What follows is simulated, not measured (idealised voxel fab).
Title: Process Module voxel wiring stack
For reference, the cross-section in this document is cut, with width 280 nm and square cells of 5 nm.
Square cells in a grid make up a cross-section in this document, and the grid is given as bands, listed from the top down, each one or more rows of cells.
Per band: top height and bottom height in nm, followed by the left-to-right materials and their widths in nm; "everywhere" marks a single material spanning edge to edge, "air" marks empty space.
Heights from 0 (as-received wafer is one material below). Bottom band endless downward, as "0 -> down".
The two numbers in a width such as "30->40" mark its ends across the band: the first belongs to the top row of cells, the second to the bottom row, and from each row to the next the width moves by the same amount.
Reading "nothing changed" for a step: not a cell of the cross-section changed in it.
Under "Closed voids list" you'll find the enclosed gaps, the ones with no way out to the top, that are 8 cells or bigger; each reads width x height at distance, with distance counted from the left edge, everything in nm.
Text after the settings on a step's line: the simulator's own remark on that step.
If you see "overlay nm" on a step's line and that step has a mask, it's telling you how far right of where it was planned the mask ended up; a negative number means it went left instead.
# The planned process steps are enumerated hereunder
1. RECEIVE with material Si
2. CONFORMAL_DEP with material SiO2, thk nm 15
3. CONFORMAL_DEP with material SiN, thk nm 5
4. DIRECTIONAL_DEP with material lowk, thk nm 20
5. DIRECTIONAL_DEP with material aC, thk nm 10
6. PATTERN with tone open, mask id METAL_1, material resist, width nm 25, pitch nm 45, thk nm 25, overlay nm 0
7. DIRECTIONAL_ETCH with etch materials aC, depth nm 10
8. STRIP with etch materials resist
9. DIRECTIONAL_ETCH with etch materials lowk, depth nm 20
10. DIRECTIONAL_ETCH with etch materials SiN, depth nm 5
11. STRIP with etch materials aC
12. CONFORMAL_DEP with material TiN, thk nm 5
13. FILL_DEP with material Ru, thk nm 5
14. CMP with height nm 40
15. CONFORMAL_DEP with material SiCN, thk nm 5
16. DIRECTIONAL_DEP with material lowk, thk nm 10
17. MASKED_ETCH with tone open, mask id PLUG_1, width nm 15, pitch nm 45, etch materials lowk, depth nm 10, overlay nm 0
18. MASKED_ETCH with tone open, mask id PLUG_1, width nm 15, pitch nm 45, etch materials SiCN, depth nm 5, overlay nm 0
19. EPI with material Ru, thk nm 10
20. EPI with material Ru, thk nm 5
21. CONFORMAL_DEP with material SiN, thk nm 5
22. DIRECTIONAL_DEP with material SiO2, thk nm 15
23. PATTERN with tone open, mask id METAL_2, material resist, width nm 25, pitch nm 45, thk nm 20, overlay nm 0
24. DIRECTIONAL_ETCH with etch materials SiO2, depth nm 15
25. DIRECTIONAL_ETCH with etch materials SiN, depth nm 5
26. STRIP with etch materials resist
27. CONFORMAL_DEP with material TiN, thk nm 5
28. FILL_DEP with material Cu, thk nm 5
29. CMP with height nm 75
30. CONFORMAL_DEP with material SiN, thk nm 5
# The first of a set of two wafers, run to plan
# Shown in cross-section is the wafer as received, that is, as it stands after step 1
    0 -> down  Si everywhere
    Closed voids list: none
# Upon completion of step 2, the wafer appears in cross-section as shown
    15 -> 0  SiO2 everywhere
    Below 0, the layers are the same as they were.
# Upon completion of step 3, the wafer appears in cross-section as shown
    20 -> 15  SiN everywhere
    Below 15, the layers are the same as they were.
# Upon completion of step 4, the wafer appears in cross-section as shown
    40 -> 20  lowk everywhere
    Below 20, the layers are the same as they were.
# Upon completion of step 5, the wafer appears in cross-section as shown
    50 -> 40  aC everywhere
    Below 40, the layers are the same as they were.
# Upon completion of step 6, the wafer appears in cross-section as shown
    75 -> 50  resist: 80, then air: 25, then resist: 20, then air: 25, then resist: 20, then air: 25, then resist: 85
    Below 50, the layers are the same as they were.
# Upon completion of step 7, the wafer appears in cross-section as shown
    65 -> 50  resist: 80, then air: 25, then resist: 20, then air: 25, then resist: 20, then air: 25, then resist: 85
    50 -> 40  aC: 80, then air: 25, then aC: 20, then air: 25, then aC: 20, then air: 25, then aC: 85
    Below 40, the layers are the same as they were.
# Upon completion of step 8, the wafer appears in cross-section as shown
    50 -> 40  aC: 80, then air: 25, then aC: 20, then air: 25, then aC: 20, then air: 25, then aC: 85
    Below 40, the layers are the same as they were.
# Upon completion of step 9, the wafer appears in cross-section as shown
    50 -> 40  aC: 80, then air: 25, then aC: 20, then air: 25, then aC: 20, then air: 25, then aC: 85
    40 -> 20  lowk: 80, then air: 25, then lowk: 20, then air: 25, then lowk: 20, then air: 25, then lowk: 85
    Below 20, the layers are the same as they were.
# Upon completion of step 10, the wafer appears in cross-section as shown
    50 -> 40  aC: 80, then air: 25, then aC: 20, then air: 25, then aC: 20, then air: 25, then aC: 85
    40 -> 20  lowk: 80, then air: 25, then lowk: 20, then air: 25, then lowk: 20, then air: 25, then lowk: 85
    20 -> 15  SiN: 80, then air: 25, then SiN: 20, then air: 25, then SiN: 20, then air: 25, then SiN: 85
    Below 15, the layers are the same as they were.
# Upon completion of step 11, the wafer appears in cross-section as shown
    40 -> 20  lowk: 80, then air: 25, then lowk: 20, then air: 25, then lowk: 20, then air: 25, then lowk: 85
    Below 20, the layers are the same as they were.
# Upon completion of step 12, the wafer appears in cross-section as shown
    45 -> 40  TiN: 85, then air: 15, then TiN: 30, then air: 15, then TiN: 30, then air: 15, then TiN: 90
    40 -> 20  lowk: 80, then TiN: 5, then air: 15, then TiN: 5, then lowk: 20, then TiN: 5, then air: 15, then TiN: 5, then lowk: 20, then TiN: 5, then air: 15, then TiN: 5, then lowk: 85
    20 -> 15  SiN: 80, then TiN: 25, then SiN: 20, then TiN: 25, then SiN: 20, then TiN: 25, then SiN: 85
    Below 15, the layers are the same as they were.
# Upon completion of step 13, the wafer appears in cross-section as shown
    50 -> 45  Ru everywhere
    45 -> 40  TiN: 85, then Ru: 15, then TiN: 30, then Ru: 15, then TiN: 30, then Ru: 15, then TiN: 90
    40 -> 20  lowk: 80, then TiN: 5, then Ru: 15, then TiN: 5, then lowk: 20, then TiN: 5, then Ru: 15, then TiN: 5, then lowk: 20, then TiN: 5, then Ru: 15, then TiN: 5, then lowk: 85
    Below 20, the layers are the same as they were.
# Upon completion of step 14, the wafer appears in cross-section as shown
    40 -> 20  lowk: 80, then TiN: 5, then Ru: 15, then TiN: 5, then lowk: 20, then TiN: 5, then Ru: 15, then TiN: 5, then lowk: 20, then TiN: 5, then Ru: 15, then TiN: 5, then lowk: 85
    Below 20, the layers are the same as they were.
# Upon completion of step 15, the wafer appears in cross-section as shown
    45 -> 40  SiCN everywhere
    Below 40, the layers are the same as they were.
# Upon completion of step 16, the wafer appears in cross-section as shown
    55 -> 45  lowk everywhere
    Below 45, the layers are the same as they were.
# Upon completion of step 17, the wafer appears in cross-section as shown
    55 -> 45  lowk: 80, then air: 15, then lowk: 30, then air: 15, then lowk: 30, then air: 15, then lowk: 95
    Below 45, the layers are the same as they were.
# Upon completion of step 18, the wafer appears in cross-section as shown
    55 -> 45  lowk: 80, then air: 15, then lowk: 30, then air: 15, then lowk: 30, then air: 15, then lowk: 95
    45 -> 40  SiCN: 80, then air: 15, then SiCN: 30, then air: 15, then SiCN: 30, then air: 15, then SiCN: 95
    Below 40, the layers are the same as they were.
# Upon completion of step 19, the wafer appears in cross-section as shown
    55 -> 50  lowk: 80, then air: 15, then lowk: 30, then air: 15, then lowk: 30, then air: 15, then lowk: 95
    50 -> 45  lowk: 80, then Ru: 15, then lowk: 30, then Ru: 15, then lowk: 30, then Ru: 15, then lowk: 95
    45 -> 40  SiCN: 80, then Ru: 15, then SiCN: 30, then Ru: 15, then SiCN: 30, then Ru: 15, then SiCN: 95
    Below 40, the layers are the same as they were.
# Upon completion of step 20, the wafer appears in cross-section as shown
    55 -> 45  lowk: 80, then Ru: 15, then lowk: 30, then Ru: 15, then lowk: 30, then Ru: 15, then lowk: 95
    Below 45, the layers are the same as they were.
# Upon completion of step 21, the wafer appears in cross-section as shown
    60 -> 55  SiN everywhere
    Below 55, the layers are the same as they were.
# Upon completion of step 22, the wafer appears in cross-section as shown
    75 -> 60  SiO2 everywhere
    Below 60, the layers are the same as they were.
# Upon completion of step 23, the wafer appears in cross-section as shown
    95 -> 75  resist: 80, then air: 25, then resist: 20, then air: 25, then resist: 20, then air: 25, then resist: 85
    Below 75, the layers are the same as they were.
# Upon completion of step 24, the wafer appears in cross-section as shown
    95 -> 75  resist: 80, then air: 25, then resist: 20, then air: 25, then resist: 20, then air: 25, then resist: 85
    75 -> 60  SiO2: 80, then air: 25, then SiO2: 20, then air: 25, then SiO2: 20, then air: 25, then SiO2: 85
    Below 60, the layers are the same as they were.
# Upon completion of step 25, the wafer appears in cross-section as shown
    95 -> 75  resist: 80, then air: 25, then resist: 20, then air: 25, then resist: 20, then air: 25, then resist: 85
    75 -> 60  SiO2: 80, then air: 25, then SiO2: 20, then air: 25, then SiO2: 20, then air: 25, then SiO2: 85
    60 -> 55  SiN: 80, then air: 25, then SiN: 20, then air: 25, then SiN: 20, then air: 25, then SiN: 85
    Below 55, the layers are the same as they were.
# Upon completion of step 26, the wafer appears in cross-section as shown
    75 -> 60  SiO2: 80, then air: 25, then SiO2: 20, then air: 25, then SiO2: 20, then air: 25, then SiO2: 85
    Below 60, the layers are the same as they were.
# Upon completion of step 27, the wafer appears in cross-section as shown
    80 -> 75  TiN: 85, then air: 15, then TiN: 30, then air: 15, then TiN: 30, then air: 15, then TiN: 90
    75 -> 60  SiO2: 80, then TiN: 5, then air: 15, then TiN: 5, then SiO2: 20, then TiN: 5, then air: 15, then TiN: 5, then SiO2: 20, then TiN: 5, then air: 15, then TiN: 5, then SiO2: 85
    60 -> 55  SiN: 80, then TiN: 25, then SiN: 20, then TiN: 25, then SiN: 20, then TiN: 25, then SiN: 85
    Below 55, the layers are the same as they were.
# Upon completion of step 28, the wafer appears in cross-section as shown
    85 -> 80  Cu everywhere
    80 -> 75  TiN: 85, then Cu: 15, then TiN: 30, then Cu: 15, then TiN: 30, then Cu: 15, then TiN: 90
    75 -> 60  SiO2: 80, then TiN: 5, then Cu: 15, then TiN: 5, then SiO2: 20, then TiN: 5, then Cu: 15, then TiN: 5, then SiO2: 20, then TiN: 5, then Cu: 15, then TiN: 5, then SiO2: 85
    Below 60, the layers are the same as they were.
# Upon completion of step 29, the wafer appears in cross-section as shown
    75 -> 60  SiO2: 80, then TiN: 5, then Cu: 15, then TiN: 5, then SiO2: 20, then TiN: 5, then Cu: 15, then TiN: 5, then SiO2: 20, then TiN: 5, then Cu: 15, then TiN: 5, then SiO2: 85
    Below 60, the layers are the same as they were.
# Upon completion of step 30, the wafer appears in cross-section as shown
    80 -> 75  SiN everywhere
    Below 75, the layers are the same as they were.
# Wafer two of the pair: same origin, same plan, one error during the run; identical to wafer one up to and including step 16
# Second wafer, cross-section, planned end of step 17
    55 -> 45  lowk: 90, then air: 15, then lowk: 30, then air: 15, then lowk: 30, then air: 15, then lowk: 85
    Below 45, the layers are the same as they were.
# Second wafer, cross-section, planned end of step 18
    55 -> 45  lowk: 90, then air: 15, then lowk: 30, then air: 15, then lowk: 30, then air: 15, then lowk: 85
    45 -> 40  SiCN: 90, then air: 5, then SiCN: 40, then air: 5, then SiCN: 40, then air: 5, then SiCN: 95
    Below 40, the layers are the same as they were.
# Second wafer, cross-section, planned end of step 19
    55 -> 50  lowk: 90, then air: 15, then lowk: 30, then air: 15, then lowk: 30, then air: 15, then lowk: 85
    50 -> 45  lowk: 90, then Ru: 10, then air: 5, then lowk: 30, then Ru: 10, then air: 5, then lowk: 30, then Ru: 10, then air: 5, then lowk: 85
    45 -> 40  SiCN: 90, then Ru: 5, then SiCN: 40, then Ru: 5, then SiCN: 40, then Ru: 5, then SiCN: 95
    Below 40, the layers are the same as they were.
# Second wafer, cross-section, planned end of step 20
    55 -> 45  lowk: 90, then Ru: 15, then lowk: 30, then Ru: 15, then lowk: 30, then Ru: 15, then lowk: 85
    Below 45, the layers are the same as they were.
# Second wafer, cross-section, planned end of step 21
    60 -> 55  SiN everywhere
    Below 55, the layers are the same as they were.
# Second wafer, cross-section, planned end of step 22
    75 -> 60  SiO2 everywhere
    Below 60, the layers are the same as they were.
# Second wafer, cross-section, planned end of step 23
    95 -> 75  resist: 80, then air: 25, then resist: 20, then air: 25, then resist: 20, then air: 25, then resist: 85
    Below 75, the layers are the same as they were.
# Second wafer, cross-section, planned end of step 24
    95 -> 75  resist: 80, then air: 25, then resist: 20, then air: 25, then resist: 20, then air: 25, then resist: 85
    75 -> 60  SiO2: 80, then air: 25, then SiO2: 20, then air: 25, then SiO2: 20, then air: 25, then SiO2: 85
    Below 60, the layers are the same as they were.
# Second wafer, cross-section, planned end of step 25
    95 -> 75  resist: 80, then air: 25, then resist: 20, then air: 25, then resist: 20, then air: 25, then resist: 85
    75 -> 60  SiO2: 80, then air: 25, then SiO2: 20, then air: 25, then SiO2: 20, then air: 25, then SiO2: 85
    60 -> 55  SiN: 80, then air: 25, then SiN: 20, then air: 25, then SiN: 20, then air: 25, then SiN: 85
    Below 55, the layers are the same as they were.
# Second wafer, cross-section, planned end of step 26
    75 -> 60  SiO2: 80, then air: 25, then SiO2: 20, then air: 25, then SiO2: 20, then air: 25, then SiO2: 85
    Below 60, the layers are the same as they were.
# Second wafer, cross-section, planned end of step 27
    80 -> 75  TiN: 85, then air: 15, then TiN: 30, then air: 15, then TiN: 30, then air: 15, then TiN: 90
    75 -> 60  SiO2: 80, then TiN: 5, then air: 15, then TiN: 5, then SiO2: 20, then TiN: 5, then air: 15, then TiN: 5, then SiO2: 20, then TiN: 5, then air: 15, then TiN: 5, then SiO2: 85
    60 -> 55  SiN: 80, then TiN: 25, then SiN: 20, then TiN: 25, then SiN: 20, then TiN: 25, then SiN: 85
    Below 55, the layers are the same as they were.
# Second wafer, cross-section, planned end of step 28
    85 -> 80  Cu everywhere
    80 -> 75  TiN: 85, then Cu: 15, then TiN: 30, then Cu: 15, then TiN: 30, then Cu: 15, then TiN: 90
    75 -> 60  SiO2: 80, then TiN: 5, then Cu: 15, then TiN: 5, then SiO2: 20, then TiN: 5, then Cu: 15, then TiN: 5, then SiO2: 20, then TiN: 5, then Cu: 15, then TiN: 5, then SiO2: 85
    Below 60, the layers are the same as they were.
# Second wafer, cross-section, planned end of step 29
    75 -> 60  SiO2: 80, then TiN: 5, then Cu: 15, then TiN: 5, then SiO2: 20, then TiN: 5, then Cu: 15, then TiN: 5, then SiO2: 20, then TiN: 5, then Cu: 15, then TiN: 5, then SiO2: 85
    Below 60, the layers are the same as they were.
# Second wafer, cross-section, planned end of step 30
    80 -> 75  SiN everywhere
    Below 75, the layers are the same as they were.
It is concluded that the wafer was processed incorrectly with respect to the plan, in that the process deviated at step 17: the operation and settings actually run there were MASKED_ETCH with tone open, mask id PLUG_1, width nm 15, pitch nm 45, etch materials lowk, depth nm 10, overlay nm 10
Final difference in cells, second wafer against first, listed per material as more or fewer: -6 Ru, +6 SiCN
